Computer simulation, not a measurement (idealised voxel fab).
Presented below is a process module, voxel transistor to metal.
FYI the section here is cut, 155 nm wide, cells are 5 nm squares.
Each cross-section below is a grid of square cells, stated as bands in top-down order, with one or more rows of cells making up each band. This entry defines a band. It first specifies the height of the band's top and the height of its bottom in nm, and then specifies the band's materials from left to right, stating each material with its width in nm. The word "all across" identifies a single material that fills the band from edge to edge, while the word "blank" identifies empty space. Heights from 0 (as-received wafer is one material below). Bottom band endless downward, as "0 and below". When a width is written as two numbers, as in "30 to 40", the first number is the width in the top row of cells of the band and the second is the width in its bottom row, and the width changes by the same amount from each row to the next. Given "nothing changed" for a step, no cell of the cross-section differs between before and after that step. Closed empty spaces (no open way to the top) of 8 cells or more are what "Enclosed cavities" lists, each as width x height at distance from the left edge, nm for all three. Heads up: the bit after the settings on a step's line is the simulator's remark on that step. For masked steps, "overlay nm" on the step line gives how far right of plan the mask actually lay; a minus sign means it lay to the left. How should the pairs below be read? Each gives the cross-section before one process step and the cross-section after it, the latter drawn only to the lowest band that changed; the step that lies between them, with its settings, appears under the pair. Does a pair pick up where the pair above left off? Only where its entry headed "State before" says so, since pairs can come from different runs of this module on the same starting wafer.

State before:
> 110 down to 105 = TiN (30), blank (10), TiN (75), blank (10), TiN (30)
> 105 down to 95 = SiO2 (25), TiN (5), blank (10), TiN (5), SiO2 (65), TiN (5), blank (10), TiN (5), SiO2 (25)
> 95 down to 90 = SiO2 (25), TiN (5), blank (5), TiN (10), SiO2 (65), TiN (5), blank (5), TiN (10), SiO2 (25)
> 90 down to 80 = SiO2 (25), TiN (5), blank (5), TiN (5), SiO2 (70), TiN (5), blank (5), TiN (5), SiO2 (30)
> 80 down to 75 = SiCN (25), TiN (15), SiCN (70), TiN (15), SiCN (30)
> 75 down to 50 = lowk (25), Ru (20), lowk (65), Ru (20), lowk (25)
> 50 down to 45 = lowk (25), TiN (20), lowk (65), TiN (20), lowk (25)
> 45 down to 35 = SiO2 (25), TiN (5), W (10), TiN (5), SiO2 (65), TiN (5), W (10), TiN (5), SiO2 (25)
> 35 down to 25 = SiO2 (25), TiN (5), W (10), TiN (5), SiO2 (15), SiN (5), SiCN (25), SiN (5), SiO2 (15), TiN (5), W (10), TiN (5), SiO2 (25)
> 25 down to 0 = SiO2 (25), TiN (5), W (10), TiN (5), SiO2 (15), SiN (5), polySi (25), SiN (5), SiO2 (15), TiN (5), W (10), TiN (5), SiO2 (25)
> 0 down to -5 = SiO2 (15), SiN (5), SiO2 (5), TiN (5), W (10), TiN (5), SiO2 (15), SiN (5), polySi (25), SiN (5), SiO2 (15), TiN (5), W (10), TiN (5), SiO2 (5), SiN (5), SiO2 (15)
> -5 down to -10 = SiO2 (25), TiN (20), SiO2 (10), pSi (5), SiO2 (35), pSi (5), SiO2 (10), TiN (20), SiO2 (25)
> -10 down to -15 = SiO2 (20), pSi (40), Si (35), pSi (40), SiO2 (20)
> -15 down to -55 = SiO2 (20), Si (115), SiO2 (20)
> -55 and below = Si all across
> Enclosed cavities: none

Resulting Structure:
> 115 down to 110 = Cu all across
> 110 down to 105 = TiN (30), Cu (10), TiN (75), Cu (10), TiN (30)
> 105 down to 95 = SiO2 (25), TiN (5), Cu (10), TiN (5), SiO2 (65), TiN (5), Cu (10), TiN (5), SiO2 (25)
> 95 down to 90 = SiO2 (25), TiN (5), Cu (5), TiN (10), SiO2 (65), TiN (5), Cu (5), TiN (10), SiO2 (25)
> 90 down to 80 = SiO2 (25), TiN (5), Cu (5), TiN (5), SiO2 (70), TiN (5), Cu (5), TiN (5), SiO2 (30)
> Note: structure below 80 unchanged.
> Enclosed cavities: none
For reference, the processing step occurring between the two cross-sections presented above is as follows: FILL_DEP with material Cu, thk nm 5

State before: after-step cross-section of the pair just above applies.

Resulting Structure:
> 105 down to 95 = SiO2 (25), TiN (5), Cu (10), TiN (5), SiO2 (65), TiN (5), Cu (10), TiN (5), SiO2 (25)
> Note: structure below 95 unchanged.
> Enclosed cavities: none
For reference, the processing step occurring between the two cross-sections presented above is as follows: CMP with height nm 105

State before: after-step cross-section of the pair just above applies.

Resulting Structure:
> 110 down to 105 = SiCN all across
> Note: structure below 105 unchanged.
> Enclosed cavities: none
For reference, the processing step occurring between the two cross-sections presented above is as follows: CONFORMAL_DEP with material SiCN, thk nm 5

State before:
> 75 down to 50 = lowk (25), Ru (20), lowk (65), Ru (20), lowk (25)
> 50 down to 45 = lowk (25), TiN (20), lowk (65), TiN (20), lowk (25)
> 45 down to 35 = SiO2 (25), TiN (5), W (10), TiN (5), SiO2 (65), TiN (5), W (10), TiN (5), SiO2 (25)
> 35 down to 25 = SiO2 (25), TiN (5), W (10), TiN (5), SiO2 (15), SiN (5), SiCN (25), SiN (5), SiO2 (15), TiN (5), W (10), TiN (5), SiO2 (25)
> 25 down to 0 = SiO2 (25), TiN (5), W (10), TiN (5), SiO2 (15), SiN (5), polySi (25), SiN (5), SiO2 (15), TiN (5), W (10), TiN (5), SiO2 (25)
> 0 down to -5 = SiO2 (15), SiN (5), SiO2 (5), TiN (5), W (10), TiN (5), SiO2 (15), SiN (5), polySi (25), SiN (5), SiO2 (15), TiN (5), W (10), TiN (5), SiO2 (5), SiN (5), SiO2 (15)
> -5 down to -10 = SiO2 (25), TiN (20), SiO2 (10), pSi (5), SiO2 (35), pSi (5), SiO2 (10), TiN (20), SiO2 (25)
> -10 down to -15 = SiO2 (20), pSi (40), Si (35), pSi (40), SiO2 (20)
> -15 down to -30 = SiO2 (20), Si (115), SiO2 (20)
> -30 and below = Si all across
> Enclosed cavities: none

Resulting Structure:
> 100 down to 75 = SiO2 all across
> Note: structure below 75 unchanged.
> Enclosed cavities: none
For reference, the processing step occurring between the two cross-sections presented above is as follows: DIRECTIONAL_DEP with material SiO2, thk nm 25

State before: after-step cross-section of the pair just above applies.

Resulting Structure:
> 105 down to 100 = SiCN all across
> Note: structure below 100 unchanged.
> Enclosed cavities: none
For reference, the processing step occurring between the two cross-sections presented above is as follows: CONFORMAL_DEP with material SiCN, thk nm 5

State before: after-step cross-section of the pair just above applies.

Resulting Structure:
> 120 down to 105 = resist (25), blank (15), resist (70), blank (15), resist (30)
> Note: structure below 105 unchanged.
> Enclosed cavities: none
For reference, the processing step occurring between the two cross-sections presented above is as follows: PATTERN with tone open, mask id METAL_2_HOLES, material resist, width nm 15, pitch nm 85, thk nm 15, overlay nm 0

State before: after-step cross-section of the pair just above applies.

Resulting Structure:
> 120 down to 105 = resist (25), blank (15), resist (70), blank (15), resist (30)
> 105 down to 100 = SiCN (25), blank (15), SiCN (70), blank (15), SiCN (30)
> Note: structure below 100 unchanged.
> Enclosed cavities: none
For reference, the processing step occurring between the two cross-sections presented above is as follows: DIRECTIONAL_ETCH with etch materials SiCN, depth nm 5

State before: after-step cross-section of the pair just above applies.

Resulting Structure:
> 105 down to 100 = SiCN (25), blank (15), SiCN (70), blank (15), SiCN (30)
> Note: structure below 100 unchanged.
> Enclosed cavities: none
For reference, the processing step occurring between the two cross-sections presented above is as follows: STRIP with etch materials resist

State before: after-step cross-section of the pair just above applies.

Resulting Structure:
> 110 down to 105 = TiN (30), blank (5), TiN (80), blank (5), TiN (35)
> 105 down to 100 = SiCN (25), TiN (15), SiCN (70), TiN (15), SiCN (30)
> Note: structure below 100 unchanged.
> Enclosed cavities: none
For reference, the processing step occurring between the two cross-sections presented above is as follows: CONFORMAL_DEP with material TiN, thk nm 5

State before: after-step cross-section of the pair just above applies.

Resulting Structure:
> 115 down to 110 = Cu all across
> 110 down to 105 = TiN (30), Cu (5), TiN (80), Cu (5), TiN (35)
> Note: structure below 105 unchanged.
> Enclosed cavities: none
For reference, the processing step occurring between the two cross-sections presented above is as follows: FILL_DEP with material Cu, thk nm 5

State before: after-step cross-section of the pair just above applies.

Resulting Structure:
> 105 down to 100 = SiCN (25), TiN (15), SiCN (70), TiN (15), SiCN (30)
> Note: structure below 100 unchanged.
> Enclosed cavities: none
For reference, the processing step occurring between the two cross-sections presented above is as follows: CMP with height nm 105

State before: after-step cross-section of the pair just above applies.

Resulting Structure:
> 110 down to 105 = SiCN all across
> Note: structure below 105 unchanged.
> Enclosed cavities: none
For reference, the processing step occurring between the two cross-sections presented above is as follows: CONFORMAL_DEP with material SiCN, thk nm 5

State before:
> 35 down to 25 = SiO2 (60), SiN (5), SiCN (25), SiN (5), SiO2 (60)
> 25 down to 0 = SiO2 (60), SiN (5), polySi (25), SiN (5), SiO2 (60)
> 0 down to -5 = SiO2 (15), SiN (5), SiO2 (40), SiN (5), polySi (25), SiN (5), SiO2 (40), SiN (5), SiO2 (15)
> -5 down to -10 = SiO2 (55), pSi (5), SiO2 (35), pSi (5), SiO2 (55)
> -10 down to -15 = SiO2 (20), pSi (40), Si (35), pSi (40), SiO2 (20)
> -15 down to -30 = SiO2 (20), Si (115), SiO2 (20)
> -30 and below = Si all across
> Enclosed cavities: none

Resulting Structure:
> 40 down to 35 = SiO2 all across
> Note: structure below 35 unchanged.
> Enclosed cavities: none
For reference, the processing step occurring between the two cross-sections presented above is as follows: DIRECTIONAL_DEP with material SiO2, thk nm 5

State before: after-step cross-section of the pair just above applies.

Resulting Structure:
> 50 down to 40 = aC all across
> Note: structure below 40 unchanged.
> Enclosed cavities: none
For reference, the processing step occurring between the two cross-sections presented above is as follows: DIRECTIONAL_DEP with material aC, thk nm 10

State before: after-step cross-section of the pair just above applies.

Resulting Structure:
> 75 down to 50 = resist (25), blank (20), resist (65), blank (20), resist (25)
> Note: structure below 50 unchanged.
> Enclosed cavities: none
For reference, the processing step occurring between the two cross-sections presented above is as follows: PATTERN with tone open, mask id CONTACT, material resist, width nm 20, pitch nm 85, thk nm 25, overlay nm 0

State before: after-step cross-section of the pair just above applies.

Resulting Structure:
> 65 down to 50 = resist (25), blank (20), resist (65), blank (20), resist (25)
> 50 down to 40 = aC (25), blank (20), aC (65), blank (20), aC (25)
> Note: structure below 40 unchanged.
> Enclosed cavities: none
For reference, the processing step occurring between the two cross-sections presented above is as follows: DIRECTIONAL_ETCH with etch materials aC, depth nm 10

State before: after-step cross-section of the pair just above applies.

Resulting Structure:
> 50 down to 40 = aC (25), blank (20), aC (65), blank (20), aC (25)
> Note: structure below 40 unchanged.
> Enclosed cavities: none
For reference, the processing step occurring between the two cross-sections presented above is as follows: STRIP with etch materials resist

State before: after-step cross-section of the pair just above applies.

Resulting Structure:
> 50 down to 40 = aC (25), blank (20), aC (65), blank (20), aC (25)
> 40 down to 35 = SiO2 (25), blank (20), SiO2 (65), blank (20), SiO2 (25)
> 35 down to 25 = SiO2 (25), blank (20), SiO2 (15), SiN (5), SiCN (25), SiN (5), SiO2 (15), blank (20), SiO2 (25)
> 25 down to 0 = SiO2 (25), blank (20), SiO2 (15), SiN (5), polySi (25), SiN (5), SiO2 (15), blank (20), SiO2 (25)
> 0 down to -5 = SiO2 (15), SiN (5), SiO2 (5), blank (20), SiO2 (15), SiN (5), polySi (25), SiN (5), SiO2 (15), blank (20), SiO2 (5), SiN (5), SiO2 (15)
> -5 down to -10 = SiO2 (25), blank (20), SiO2 (10), pSi (5), SiO2 (35), pSi (5), SiO2 (10), blank (20), SiO2 (25)
> Note: structure below -10 unchanged.
> Enclosed cavities: none
For reference, the processing step occurring between the two cross-sections presented above is as follows: DIRECTIONAL_ETCH with etch materials SiO2, depth nm 55

State before: after-step cross-section of the pair just above applies.

Resulting Structure:
> 40 down to 35 = SiO2 (25), blank (20), SiO2 (65), blank (20), SiO2 (25)
> Note: structure below 35 unchanged.
> Enclosed cavities: none
For reference, the processing step occurring between the two cross-sections presented above is as follows: STRIP with etch materials aC

State before: after-step cross-section of the pair just above applies.

Resulting Structure:
> 45 down to 40 = TiN (30), blank (10), TiN (75), blank (10), TiN (30)
> 40 down to 35 = SiO2 (25), TiN (5), blank (10), TiN (5), SiO2 (65), TiN (5), blank (10), TiN (5), SiO2 (25)
> 35 down to 25 = SiO2 (25), TiN (5), blank (10), TiN (5), SiO2 (15), SiN (5), SiCN (25), SiN (5), SiO2 (15), TiN (5), blank (10), TiN (5), SiO2 (25)
> 25 down to 0 = SiO2 (25), TiN (5), blank (10), TiN (5), SiO2 (15), SiN (5), polySi (25), SiN (5), SiO2 (15), TiN (5), blank (10), TiN (5), SiO2 (25)
> 0 down to -5 = SiO2 (15), SiN (5), SiO2 (5), TiN (5), blank (10), TiN (5), SiO2 (15), SiN (5), polySi (25), SiN (5), SiO2 (15), TiN (5), blank (10), TiN (5), SiO2 (5), SiN (5), SiO2 (15)
> -5 down to -10 = SiO2 (25), TiN (20), SiO2 (10), pSi (5), SiO2 (35), pSi (5), SiO2 (10), TiN (20), SiO2 (25)
> Note: structure below -10 unchanged.
> Enclosed cavities: none
For reference, the processing step occurring between the two cross-sections presented above is as follows: CONFORMAL_DEP with material TiN, thk nm 5

State before: after-step cross-section of the pair just above applies.

Resulting Structure:
> 50 down to 45 = W all across
> 45 down to 40 = TiN (30), W (10), TiN (75), W (10), TiN (30)
> 40 down to 35 = SiO2 (25), TiN (5), W (10), TiN (5), SiO2 (65), TiN (5), W (10), TiN (5), SiO2 (25)
> 35 down to 25 = SiO2 (25), TiN (5), W (10), TiN (5), SiO2 (15), SiN (5), SiCN (25), SiN (5), SiO2 (15), TiN (5), W (10), TiN (5), SiO2 (25)
> 25 down to 0 = SiO2 (25), TiN (5), W (10), TiN (5), SiO2 (15), SiN (5), polySi (25), SiN (5), SiO2 (15), TiN (5), W (10), TiN (5), SiO2 (25)
> 0 down to -5 = SiO2 (15), SiN (5), SiO2 (5), TiN (5), W (10), TiN (5), SiO2 (15), SiN (5), polySi (25), SiN (5), SiO2 (15), TiN (5), W (10), TiN (5), SiO2 (5), SiN (5), SiO2 (15)
> Note: structure below -5 unchanged.
> Enclosed cavities: none
For reference, the processing step occurring between the two cross-sections presented above is as follows: FILL_DEP with material W, thk nm 5

State before: after-step cross-section of the pair just above applies.

Resulting Structure:
> 45 down to 40 = TiN (30), W (10), TiN (75), W (10), TiN (30)
> Note: structure below 40 unchanged.
> Enclosed cavities: none
For reference, the processing step occurring between the two cross-sections presented above is as follows: CMP with height nm 45

State before: after-step cross-section of the pair just above applies.

Resulting Structure:
> 50 down to 45 = TiN all across
> Note: structure below 45 unchanged.
> Enclosed cavities: none
For reference, the processing step occurring between the two cross-sections presented above is as follows: DIRECTIONAL_DEP with material TiN, thk nm 5

State before: after-step cross-section of the pair just above applies.

Resulting Structure:
> 75 down to 50 = Ru all across
> Note: structure below 50 unchanged.
> Enclosed cavities: none
For reference, the processing step occurring between the two cross-sections presented above is as follows: DIRECTIONAL_DEP with material Ru, thk nm 25

State before: after-step cross-section of the pair just above applies.

Resulting Structure:
> 90 down to 75 = blank (25), resist (20), blank (65), resist (20), blank (25)
> Note: structure below 75 unchanged.
> Enclosed cavities: none
For reference, the processing step occurring between the two cross-sections presented above is as follows: PATTERN with tone cover, mask id METAL_1, material resist, width nm 20, pitch nm 85, thk nm 15, overlay nm 0

State before: after-step cross-section of the pair just above applies.

Resulting Structure:
> 90 down to 75 = blank (25), resist (20), blank (65), resist (20), blank (25)
> 75 down to 50 = blank (25), Ru (20), blank (65), Ru (20), blank (25)
> Note: structure below 50 unchanged.
> Enclosed cavities: none
For reference, the processing step occurring between the two cross-sections presented above is as follows: DIRECTIONAL_ETCH with etch materials Ru, depth nm 25

State before: after-step cross-section of the pair just above applies.

Resulting Structure:
> 90 down to 75 = blank (25), resist (20), blank (65), resist (20), blank (25)
> 75 down to 50 = blank (25), Ru (20), blank (65), Ru (20), blank (25)
> 50 down to 45 = blank (25), TiN (20), blank (65), TiN (20), blank (25)
> Note: structure below 45 unchanged.
> Enclosed cavities: none
For reference, the processing step occurring between the two cross-sections presented above is as follows: DIRECTIONAL_ETCH with etch materials TiN, depth nm 5

State before: after-step cross-section of the pair just above applies.

Resulting Structure:
> 75 down to 50 = blank (25), Ru (20), blank (65), Ru (20), blank (25)
> Note: structure below 50 unchanged.
> Enclosed cavities: none
For reference, the processing step occurring between the two cross-sections presented above is as follows: STRIP with etch materials resist

State before: after-step cross-section of the pair just above applies.

Resulting Structure:
> 85 down to 75 = lowk all across
> 75 down to 50 = lowk (25), Ru (20), lowk (65), Ru (20), lowk (25)
> 50 down to 45 = lowk (25), TiN (20), lowk (65), TiN (20), lowk (25)
> Note: structure below 45 unchanged.
> Enclosed cavities: none
For reference, the processing step occurring between the two cross-sections presented above is as follows: FILL_DEP with material lowk, thk nm 10

State before: after-step cross-section of the pair just above applies.

Resulting Structure:
> 75 down to 50 = lowk (25), Ru (20), lowk (65), Ru (20), lowk (25)
> Note: structure below 50 unchanged.
> Enclosed cavities: none
For reference, the processing step occurring between the two cross-sections presented above is as follows: CMP with height nm 75

State before: after-step cross-section of the pair just above applies.

Resulting Structure:
> 80 down to 75 = SiCN all across
> Note: structure below 75 unchanged.
> Enclosed cavities: none
For reference, the processing step occurring between the two cross-sections presented above is as follows: CONFORMAL_DEP with material SiCN, thk nm 5

State before: after-step cross-section of the pair just above applies.

Resulting Structure:
> 105 down to 80 = SiO2 all across
> Note: structure below 80 unchanged.
> Enclosed cavities: none
For reference, the processing step occurring between the two cross-sections presented above is as follows: DIRECTIONAL_DEP with material SiO2, thk nm 25

State before: after-step cross-section of the pair just above applies.

Resulting Structure:
> 105 down to 90 = SiO2 (25), blank (20), SiO2 (65), blank (20), SiO2 (25)
> Note: structure below 90 unchanged.
> Enclosed cavities: none
For reference, the processing step occurring between the two cross-sections presented above is as follows: MASKED_ETCH with tone open, mask id METAL_2, width nm 20, pitch nm 85, etch materials SiO2, depth nm 15, overlay nm 0

State before: after-step cross-section of the pair just above applies.

Resulting Structure:
> 120 down to 105 = resist (25), blank (15), resist (70), blank (15), resist (30)
> 105 down to 90 = SiO2 (25), blank (15), resist (5), SiO2 (65), blank (15), resist (5), SiO2 (25)
> Note: structure below 90 unchanged.
> Enclosed cavities: none
For reference, the processing step occurring between the two cross-sections presented above is as follows: PATTERN with tone open, mask id METAL_2_HOLES, material resist, width nm 15, pitch nm 85, thk nm 15, overlay nm 0

State before: after-step cross-section of the pair just above applies.

Resulting Structure:
> 120 down to 105 = resist (25), blank (15), resist (70), blank (15), resist (30)
> 105 down to 90 = SiO2 (25), blank (15), resist (5), SiO2 (65), blank (15), resist (5), SiO2 (25)
> 90 down to 80 = SiO2 (25), blank (15), SiO2 (70), blank (15), SiO2 (30)
> Note: structure below 80 unchanged.
> Enclosed cavities: none
For reference, the processing step occurring between the two cross-sections presented above is as follows: DIRECTIONAL_ETCH with etch materials SiO2, depth nm 10

State before: after-step cross-section of the pair just above applies.

Resulting Structure:
> 120 down to 105 = resist (25), blank (15), resist (70), blank (15), resist (30)
> 105 down to 90 = SiO2 (25), blank (15), resist (5), SiO2 (65), blank (15), resist (5), SiO2 (25)
> 90 down to 80 = SiO2 (25), blank (15), SiO2 (70), blank (15), SiO2 (30)
> 80 down to 75 = SiCN (25), blank (15), SiCN (70), blank (15), SiCN (30)
> Note: structure below 75 unchanged.
> Enclosed cavities: none
For reference, the processing step occurring between the two cross-sections presented above is as follows: DIRECTIONAL_ETCH with etch materials SiCN, depth nm 5

State before: after-step cross-section of the pair just above applies.

Resulting Structure:
> 105 down to 90 = SiO2 (25), blank (20), SiO2 (65), blank (20), SiO2 (25)
> Note: structure below 90 unchanged.
> Enclosed cavities: none
For reference, the processing step occurring between the two cross-sections presented above is as follows: STRIP with etch materials resist

State before: after-step cross-section of the pair just above applies.

Resulting Structure:
> 110 down to 105 = TiN (30), blank (10), TiN (75), blank (10), TiN (30)
> 105 down to 95 = SiO2 (25), TiN (5), blank (10), TiN (5), SiO2 (65), TiN (5), blank (10), TiN (5), SiO2 (25)
> 95 down to 90 = SiO2 (25), TiN (5), blank (5), TiN (10), SiO2 (65), TiN (5), blank (5), TiN (10), SiO2 (25)
> 90 down to 80 = SiO2 (25), TiN (5), blank (5), TiN (5), SiO2 (70), TiN (5), blank (5), TiN (5), SiO2 (30)
> 80 down to 75 = SiCN (25), TiN (15), SiCN (70), TiN (15), SiCN (30)
> Note: structure below 75 unchanged.
> Enclosed cavities: none
For reference, the processing step occurring between the two cross-sections presented above is as follows: CONFORMAL_DEP with material TiN, thk nm 5

State before: after-step cross-section of the pair just above applies.

Resulting Structure:
> 115 down to 110 = Cu all across
> 110 down to 105 = TiN (30), Cu (10), TiN (75), Cu (10), TiN (30)
> 105 down to 95 = SiO2 (25), TiN (5), Cu (10), TiN (5), SiO2 (65), TiN (5), Cu (10), TiN (5), SiO2 (25)
> 95 down to 90 = SiO2 (25), TiN (5), Cu (5), TiN (10), SiO2 (65), TiN (5), Cu (5), TiN (10), SiO2 (25)
> 90 down to 80 = SiO2 (25), TiN (5), Cu (5), TiN (5), SiO2 (70), TiN (5), Cu (5), TiN (5), SiO2 (30)
> Note: structure below 80 unchanged.
> Enclosed cavities: none
For reference, the processing step occurring between the two cross-sections presented above is as follows: FILL_DEP with material Cu, thk nm 5

State before: after-step cross-section of the pair just above applies.

Resulting Structure:
> 105 down to 95 = SiO2 (25), TiN (5), Cu (10), TiN (5), SiO2 (65), TiN (5), Cu (10), TiN (5), SiO2 (25)
> Note: structure below 95 unchanged.
> Enclosed cavities: none
For reference, the processing step occurring between the two cross-sections presented above is as follows: CMP with height nm 105

State before: after-step cross-section of the pair just above applies.

Resulting Structure:
> 110 down to 105 = SiCN all across
> Note: structure below 105 unchanged.
> Enclosed cavities: none
For reference, the processing step occurring between the two cross-sections presented above is as follows: CONFORMAL_DEP with material SiCN, thk nm 5

State before:
> 35 down to 30 = blank (65), SiCN (25), blank (65)
> 30 down to 25 = polySi (15), blank (50), SiCN (25), blank (50), polySi (15)
> 25 down to 0 = polySi all across
> 0 down to -5 = SiO2 (15), polySi (125), SiO2 (15)
> -5 down to -10 = SiO2 all across
> -10 down to -30 = SiO2 (20), Si (115), SiO2 (20)
> -30 and below = Si all across
> Enclosed cavities: none

Resulting Structure:
> 35 down to 25 = blank (65), SiCN (25), blank (65)
> 25 down to 0 = blank (60), polySi (35), blank (60)
> 0 down to -5 = SiO2 (15), blank (45), polySi (35), blank (45), SiO2 (15)
> Note: structure below -5 unchanged.
> Enclosed cavities: none
For reference, the processing step occurring between the two cross-sections presented above is as follows: MASKED_ETCH with tone cover, mask id GATE, width nm 35, etch materials polySi, depth nm 40, overlay nm 0

State before: after-step cross-section of the pair just above applies.

Resulting Structure:
> 40 down to 35 = blank (60), SiN (35), blank (60)
> 35 down to 25 = blank (60 to 55), SiN (5 to 10), SiCN (25), SiN (5 to 10), blank (60 to 55)
> 25 down to 5 = blank (55), SiN (5), polySi (35), SiN (5), blank (55)
> 5 down to 0 = SiN (20), blank (35), SiN (5), polySi (35), SiN (5), blank (35), SiN (20)
> 0 down to -5 = SiO2 (15), SiN (45), polySi (35), SiN (45), SiO2 (15)
> Note: structure below -5 unchanged.
> Enclosed cavities: none
For reference, the processing step occurring between the two cross-sections presented above is as follows: CONFORMAL_DEP with material SiN, thk nm 5

State before: after-step cross-section of the pair just above applies.

Resulting Structure:
> 35 down to 25 = blank (60), SiN (5), SiCN (25), SiN (5), blank (60)
> 25 down to 0 = blank (55), SiN (5), polySi (35), SiN (5), blank (55)
> 0 down to -5 = SiO2 (15), SiN (5), blank (35), SiN (5), polySi (35), SiN (5), blank (35), SiN (5), SiO2 (15)
> Note: structure below -5 unchanged.
> Enclosed cavities: none
For reference, the processing step occurring between the two cross-sections presented above is as follows: DIRECTIONAL_ETCH with etch materials SiN, depth nm 5

State before: after-step cross-section of the pair just above applies.

Resulting Structure:
> 35 down to 25 = blank (60), SiN (5), SiCN (25), SiN (5), blank (60)
> 25 down to 0 = blank (55), SiN (5), polySi (35), SiN (5), blank (55)
> 0 down to -5 = blank (15), SiN (5), blank (35), SiN (5), polySi (35), SiN (5), blank (35), SiN (5), blank (15)
> -5 down to -10 = SiO2 (20), blank (35), SiO2 (45), blank (35), SiO2 (20)
> Note: structure below -10 unchanged.
> Enclosed cavities: none
For reference, the processing step occurring between the two cross-sections presented above is as follows: DIRECTIONAL_ETCH with etch materials SiO2, depth nm 5

State before: after-step cross-section of the pair just above applies.

Resulting Structure:
> 35 down to 25 = blank (60), SiN (5), SiCN (25), SiN (5), blank (60)
> 25 down to 0 = blank (55), SiN (5), polySi (35), SiN (5), blank (55)
> 0 down to -5 = blank (15), SiN (5), blank (35), SiN (5), polySi (35), SiN (5), blank (35), SiN (5), blank (15)
> -5 down to -10 = SiO2 (20), blank (35), SiO2 (45), blank (35), SiO2 (20)
> -10 down to -15 = SiO2 (20), blank (35), Si (45), blank (35), SiO2 (20)
> Note: structure below -15 unchanged.
> Enclosed cavities: none
For reference, the processing step occurring between the two cross-sections presented above is as follows: DIRECTIONAL_ETCH with etch materials Si, depth nm 5

State before: after-step cross-section of the pair just above applies.

Resulting Structure:
> 35 down to 25 = blank (60), SiN (5), SiCN (25), SiN (5), blank (60)
> 25 down to 0 = blank (55), SiN (5), polySi (35), SiN (5), blank (55)
> 0 down to -5 = blank (15), SiN (5), blank (35), SiN (5), polySi (35), SiN (5), blank (35), SiN (5), blank (15)
> -5 down to -10 = SiO2 (20), blank (30), pSi (5), SiO2 (45), pSi (5), blank (30), SiO2 (20)
> -10 down to -15 = SiO2 (20), pSi (35), Si (45), pSi (35), SiO2 (20)
> Note: structure below -15 unchanged.
> Enclosed cavities: none
For reference, the processing step occurring between the two cross-sections presented above is as follows: EPI with material pSi, thk nm 5

State before: after-step cross-section of the pair just above applies.

Resulting Structure:
> 40 down to 35 = SiO2 all across
> 35 down to 25 = SiO2 (60), SiN (5), SiCN (25), SiN (5), SiO2 (60)
> 25 down to 0 = SiO2 (55), SiN (5), polySi (35), SiN (5), SiO2 (55)
> 0 down to -5 = SiO2 (15), SiN (5), SiO2 (35), SiN (5), polySi (35), SiN (5), SiO2 (35), SiN (5), SiO2 (15)
> -5 down to -10 = SiO2 (50), pSi (5), SiO2 (45), pSi (5), SiO2 (50)
> Note: structure below -10 unchanged.
> Enclosed cavities: none
For reference, the processing step occurring between the two cross-sections presented above is as follows: FILL_DEP with material SiO2, thk nm 5

State before: after-step cross-section of the pair just above applies.

Resulting Structure:
> 35 down to 25 = SiO2 (60), SiN (5), SiCN (25), SiN (5), SiO2 (60)
> Note: structure below 25 unchanged.
> Enclosed cavities: none
For reference, the processing step occurring between the two cross-sections presented above is as follows: CMP with height nm 35

State before: after-step cross-section of the pair just above applies.

Resulting Structure:
> 45 down to 35 = SiO2 all across
> Note: structure below 35 unchanged.
> Enclosed cavities: none
For reference, the processing step occurring between the two cross-sections presented above is as follows: DIRECTIONAL_DEP with material SiO2, thk nm 10

State before: after-step cross-section of the pair just above applies.

Resulting Structure:
> 55 down to 45 = aC all across
> Note: structure below 45 unchanged.
> Enclosed cavities: none
For reference, the processing step occurring between the two cross-sections presented above is as follows: DIRECTIONAL_DEP with material aC, thk nm 10

State before: after-step cross-section of the pair just above applies.

Resulting Structure:
> 80 down to 55 = resist (25), blank (20), resist (65), blank (20), resist (25)
> Note: structure below 55 unchanged.
> Enclosed cavities: none
For reference, the processing step occurring between the two cross-sections presented above is as follows: PATTERN with tone open, mask id CONTACT, material resist, width nm 20, pitch nm 85, thk nm 25, overlay nm 0

State before: after-step cross-section of the pair just above applies.

Resulting Structure:
> 70 down to 55 = resist (25), blank (20), resist (65), blank (20), resist (25)
> 55 down to 45 = aC (25), blank (20), aC (65), blank (20), aC (25)
> Note: structure below 45 unchanged.
> Enclosed cavities: none
For reference, the processing step occurring between the two cross-sections presented above is as follows: DIRECTIONAL_ETCH with etch materials aC, depth nm 10

State before: after-step cross-section of the pair just above applies.

Resulting Structure:
> 55 down to 45 = aC (25), blank (20), aC (65), blank (20), aC (25)
> Note: structure below 45 unchanged.
> Enclosed cavities: none
For reference, the processing step occurring between the two cross-sections presented above is as follows: STRIP with etch materials resist

State before: after-step cross-section of the pair just above applies.

Resulting Structure:
> 55 down to 45 = aC (25), blank (20), aC (65), blank (20), aC (25)
> 45 down to 35 = SiO2 (25), blank (20), SiO2 (65), blank (20), SiO2 (25)
> 35 down to 25 = SiO2 (25), blank (20), SiO2 (15), SiN (5), SiCN (25), SiN (5), SiO2 (15), blank (20), SiO2 (25)
> 25 down to 0 = SiO2 (25), blank (20), SiO2 (10), SiN (5), polySi (35), SiN (5), SiO2 (10), blank (20), SiO2 (25)
> 0 down to -5 = SiO2 (15), SiN (5), SiO2 (5), blank (20), SiO2 (10), SiN (5), polySi (35), SiN (5), SiO2 (10), blank (20), SiO2 (5), SiN (5), SiO2 (15)
> -5 down to -10 = SiO2 (25), blank (20), SiO2 (5), pSi (5), SiO2 (45), pSi (5), SiO2 (5), blank (20), SiO2 (25)
> Note: structure below -10 unchanged.
> Enclosed cavities: none
For reference, the processing step occurring between the two cross-sections presented above is as follows: DIRECTIONAL_ETCH with etch materials SiO2, depth nm 55

State before: after-step cross-section of the pair just above applies.

Resulting Structure:
> 45 down to 35 = SiO2 (25), blank (20), SiO2 (65), blank (20), SiO2 (25)
> Note: structure below 35 unchanged.
> Enclosed cavities: none
For reference, the processing step occurring between the two cross-sections presented above is as follows: STRIP with etch materials aC
